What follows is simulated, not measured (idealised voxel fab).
The document below concerns the process module designated voxel ribs on slabs.
This is section cut - it's 145 nm across, gridded in 5 nm square cells.
Heads up, the way a cross-section reads in here is a grid of square cells, handed over as bands from the top down, with every band being one or more rows of cells. Heights first: top, then bottom, in nm. Then materials, left to right, each with a width in nm. "all across" on a single material: fills the band edge to edge. "air": empty space. Heights are measured from 0, the level below which the as-received wafer is all one material; the lowest band has no bottom and continues downward, written as in "0 and below". Read "30->40" as a graded width: first number on top, second number at the bottom, same change between each pair of neighbouring rows. You'll sometimes find "all unchanged" written for a step, and that's the way of saying that nowhere in the cross-section did a cell change during that step. The entry "Voids, fully enclosed" lists the empty spaces that cover at least 8 cells and have no open path to the top. Each is written as width x height at distance, where the distance is measured from the left edge and all three values are in nm. Where a step's line continues beyond its settings, the continuation is a remark by the simulator itself on that step. The optional step-line setting "overlay nm" applies to steps with a mask and quantifies how far to the right of its planned location the mask lay, a negative value indicating leftward placement.
-- Process steps - plan
step 1: RECEIVE, material Si
step 2: DIRECTIONAL_DEP, material SiO2, thk nm 25
step 3: DIRECTIONAL_DEP, material polySi, thk nm 20
step 4: DIRECTIONAL_DEP, material aC, thk nm 15
step 5: PATTERN, tone cover, mask id RIB, material resist, width nm 30, thk nm 30, overlay nm 0
step 6: DIRECTIONAL_ETCH, etch materials aC, depth nm 15
step 7: STRIP, etch materials resist
step 8: DIRECTIONAL_ETCH, etch materials polySi, depth nm 10
step 9: STRIP, etch materials aC
step 10: DIRECTIONAL_DEP, material aC, thk nm 10
step 11: PATTERN, tone cover, mask id SLAB, material resist, width nm 80, thk nm 25, overlay nm 0
step 12: DIRECTIONAL_ETCH, etch materials aC, depth nm 10
step 13: STRIP, etch materials resist
step 14: DIRECTIONAL_ETCH, etch materials polySi, depth nm 10
step 15: STRIP, etch materials aC
step 16: FILL_DEP, material SiO2, thk nm 20
step 17: CMP, height nm 55
step 18: DIRECTIONAL_DEP, material W, thk nm 5
step 19: DIRECTIONAL_DEP, material aC, thk nm 15
step 20: PATTERN, tone cover, mask id HEATER, material resist, width nm 40, thk nm 30, overlay nm 0
step 21: DIRECTIONAL_ETCH, etch materials aC, depth nm 15
step 22: STRIP, etch materials resist
step 23: DIRECTIONAL_ETCH, etch materials W, depth nm 5
step 24: STRIP, etch materials aC
step 25: CONFORMAL_DEP, material SiO2, thk nm 10
-- First of two wafers, with the run carried out as planned
-- Here's what the wafer looked like in cross-section when it arrived - that's after step 1
- 0 and below  Si all across
- Voids, fully enclosed: none
-- Presented here is a cross-section of the wafer after step 2 has been performed
- 25 down to 0  SiO2 all across
- Beneath the level 0, the cross-section is identical to its previous state.
-- Presented here is a cross-section of the wafer after step 3 has been performed
- 45 down to 25  polySi all across
- Beneath the level 25, the cross-section is identical to its previous state.
-- Presented here is a cross-section of the wafer after step 4 has been performed
- 60 down to 45  aC all across
- Beneath the level 45, the cross-section is identical to its previous state.
-- Presented here is a cross-section of the wafer after step 5 has been performed
- 90 down to 60  air: 55 | resist: 30 | air: 60
- Beneath the level 60, the cross-section is identical to its previous state.
-- Presented here is a cross-section of the wafer after step 6 has been performed
- 75 down to 60  air: 55 | resist: 30 | air: 60
- 60 down to 45  air: 55 | aC: 30 | air: 60
- Beneath the level 45, the cross-section is identical to its previous state.
-- Presented here is a cross-section of the wafer after step 7 has been performed
- 60 down to 45  air: 55 | aC: 30 | air: 60
- Beneath the level 45, the cross-section is identical to its previous state.
-- Presented here is a cross-section of the wafer after step 8 has been performed
- 60 down to 45  air: 55 | aC: 30 | air: 60
- 45 down to 35  air: 55 | polySi: 30 | air: 60
- Beneath the level 35, the cross-section is identical to its previous state.
-- Presented here is a cross-section of the wafer after step 9 has been performed
- 45 down to 35  air: 55 | polySi: 30 | air: 60
- Beneath the level 35, the cross-section is identical to its previous state.
-- Presented here is a cross-section of the wafer after step 10 has been performed
- 55 down to 45  air: 55 | aC: 30 | air: 60
- 45 down to 35  aC: 55 | polySi: 30 | aC: 60
- Beneath the level 35, the cross-section is identical to its previous state.
-- Presented here is a cross-section of the wafer after step 11 has been performed
- 80 down to 55  air: 30 | resist: 80 | air: 35
- 55 down to 45  air: 30 | resist: 25 | aC: 30 | resist: 25 | air: 35
- Beneath the level 45, the cross-section is identical to its previous state.
-- Presented here is a cross-section of the wafer after step 12 has been performed
- 70 down to 55  air: 30 | resist: 80 | air: 35
- 55 down to 45  air: 30 | resist: 25 | aC: 30 | resist: 25 | air: 35
- 45 down to 35  air: 30 | aC: 25 | polySi: 30 | aC: 25 | air: 35
- Beneath the level 35, the cross-section is identical to its previous state.
-- Presented here is a cross-section of the wafer after step 13 has been performed
- 55 down to 45  air: 55 | aC: 30 | air: 60
- Beneath the level 45, the cross-section is identical to its previous state.
-- Presented here is a cross-section of the wafer after step 14 has been performed
- 55 down to 45  air: 55 | aC: 30 | air: 60
- 45 down to 35  air: 30 | aC: 25 | polySi: 30 | aC: 25 | air: 35
- 35 down to 25  air: 30 | polySi: 80 | air: 35
- Beneath the level 25, the cross-section is identical to its previous state.
-- Presented here is a cross-section of the wafer after step 15 has been performed
- 45 down to 35  air: 55 | polySi: 30 | air: 60
- Beneath the level 35, the cross-section is identical to its previous state.
-- Presented here is a cross-section of the wafer after step 16 has been performed
- 65 down to 45  SiO2 all across
- 45 down to 35  SiO2: 55 | polySi: 30 | SiO2: 60
- 35 down to 25  SiO2: 30 | polySi: 80 | SiO2: 35
- Beneath the level 25, the cross-section is identical to its previous state.
-- Presented here is a cross-section of the wafer after step 17 has been performed
- 55 down to 45  SiO2 all across
- Beneath the level 45, the cross-section is identical to its previous state.
-- Presented here is a cross-section of the wafer after step 18 has been performed
- 60 down to 55  W all across
- Beneath the level 55, the cross-section is identical to its previous state.
-- Presented here is a cross-section of the wafer after step 19 has been performed
- 75 down to 60  aC all across
- Beneath the level 60, the cross-section is identical to its previous state.
-- Presented here is a cross-section of the wafer after step 20 has been performed
- 105 down to 75  air: 50 | resist: 40 | air: 55
- Beneath the level 75, the cross-section is identical to its previous state.
-- Presented here is a cross-section of the wafer after step 21 has been performed
- 90 down to 75  air: 50 | resist: 40 | air: 55
- 75 down to 60  air: 50 | aC: 40 | air: 55
- Beneath the level 60, the cross-section is identical to its previous state.
-- Presented here is a cross-section of the wafer after step 22 has been performed
- 75 down to 60  air: 50 | aC: 40 | air: 55
- Beneath the level 60, the cross-section is identical to its previous state.
-- Presented here is a cross-section of the wafer after step 23 has been performed
- 75 down to 60  air: 50 | aC: 40 | air: 55
- 60 down to 55  air: 50 | W: 40 | air: 55
- Beneath the level 55, the cross-section is identical to its previous state.
-- Presented here is a cross-section of the wafer after step 24 has been performed
- 60 down to 55  air: 50 | W: 40 | air: 55
- Beneath the level 55, the cross-section is identical to its previous state.
-- Presented here is a cross-section of the wafer after step 25 has been performed
- 70 down to 65  air: 40 | SiO2: 60 | air: 45
- 65 down to 60  SiO2 all across
- 60 down to 55  SiO2: 50 | W: 40 | SiO2: 55
- Beneath the level 55, the cross-section is identical to its previous state.
-- Second of two: same start, same plan, one run error; steps up to and including 1 match the first
-- X-section, second wafer, when step 2 was due to finish
- 20 down to 0  polySi all across
- Beneath the level 0, the cross-section is identical to its previous state.
-- X-section, second wafer, when step 3 was due to finish
- 45 down to 20  SiO2 all across
- Beneath the level 20, the cross-section is identical to its previous state.
-- X-section, second wafer, when step 4 was due to finish
- 60 down to 45  aC all across
- Beneath the level 45, the cross-section is identical to its previous state.
-- X-section, second wafer, when step 5 was due to finish
- 90 down to 60  air: 55 | resist: 30 | air: 60
- Beneath the level 60, the cross-section is identical to its previous state.
-- X-section, second wafer, when step 6 was due to finish
- 75 down to 60  air: 55 | resist: 30 | air: 60
- 60 down to 45  air: 55 | aC: 30 | air: 60
- Beneath the level 45, the cross-section is identical to its previous state.
-- X-section, second wafer, when step 7 was due to finish
- 60 down to 45  air: 55 | aC: 30 | air: 60
- Beneath the level 45, the cross-section is identical to its previous state.
X-section, second wafer, when step 8 was due to finish: all unchanged
-- X-section, second wafer, when step 9 was due to finish
- 45 down to 20  SiO2 all across
- Beneath the level 20, the cross-section is identical to its previous state.
-- X-section, second wafer, when step 10 was due to finish
- 55 down to 45  aC all across
- Beneath the level 45, the cross-section is identical to its previous state.
-- X-section, second wafer, when step 11 was due to finish
- 80 down to 55  air: 30 | resist: 80 | air: 35
- Beneath the level 55, the cross-section is identical to its previous state.
-- X-section, second wafer, when step 12 was due to finish
- 70 down to 55  air: 30 | resist: 80 | air: 35
- 55 down to 45  air: 30 | aC: 80 | air: 35
- Beneath the level 45, the cross-section is identical to its previous state.
-- X-section, second wafer, when step 13 was due to finish
- 55 down to 45  air: 30 | aC: 80 | air: 35
- Beneath the level 45, the cross-section is identical to its previous state.
X-section, second wafer, when step 14 was due to finish: all unchanged
-- X-section, second wafer, when step 15 was due to finish
- 45 down to 20  SiO2 all across
- Beneath the level 20, the cross-section is identical to its previous state.
-- X-section, second wafer, when step 16 was due to finish
- 65 down to 20  SiO2 all across
- Beneath the level 20, the cross-section is identical to its previous state.
-- X-section, second wafer, when step 17 was due to finish
- 55 down to 20  SiO2 all across
- Beneath the level 20, the cross-section is identical to its previous state.
-- X-section, second wafer, when step 18 was due to finish
- 60 down to 55  W all across
- Beneath the level 55, the cross-section is identical to its previous state.
-- X-section, second wafer, when step 19 was due to finish
- 75 down to 60  aC all across
- Beneath the level 60, the cross-section is identical to its previous state.
-- X-section, second wafer, when step 20 was due to finish
- 105 down to 75  air: 50 | resist: 40 | air: 55
- Beneath the level 75, the cross-section is identical to its previous state.
-- X-section, second wafer, when step 21 was due to finish
- 90 down to 75  air: 50 | resist: 40 | air: 55
- 75 down to 60  air: 50 | aC: 40 | air: 55
- Beneath the level 60, the cross-section is identical to its previous state.
-- X-section, second wafer, when step 22 was due to finish
- 75 down to 60  air: 50 | aC: 40 | air: 55
- Beneath the level 60, the cross-section is identical to its previous state.
-- X-section, second wafer, when step 23 was due to finish
- 75 down to 60  air: 50 | aC: 40 | air: 55
- 60 down to 55  air: 50 | W: 40 | air: 55
- Beneath the level 55, the cross-section is identical to its previous state.
-- X-section, second wafer, when step 24 was due to finish
- 60 down to 55  air: 50 | W: 40 | air: 55
- Beneath the level 55, the cross-section is identical to its previous state.
-- X-section, second wafer, when step 25 was due to finish
- 70 down to 65  air: 40 | SiO2: 60 | air: 45
- 65 down to 60  SiO2 all across
- 60 down to 55  SiO2: 50 | W: 40 | SiO2: 55
- Beneath the level 55, the cross-section is identical to its previous state.
In executing the process, a mistake was made relative to the plan: a sequencing error occurred in which plan steps 2 and 3 were transposed
Final cells, second wafer relative to first, materials higher or lower: 72 fewer of SiO2 | 72 more of polySi
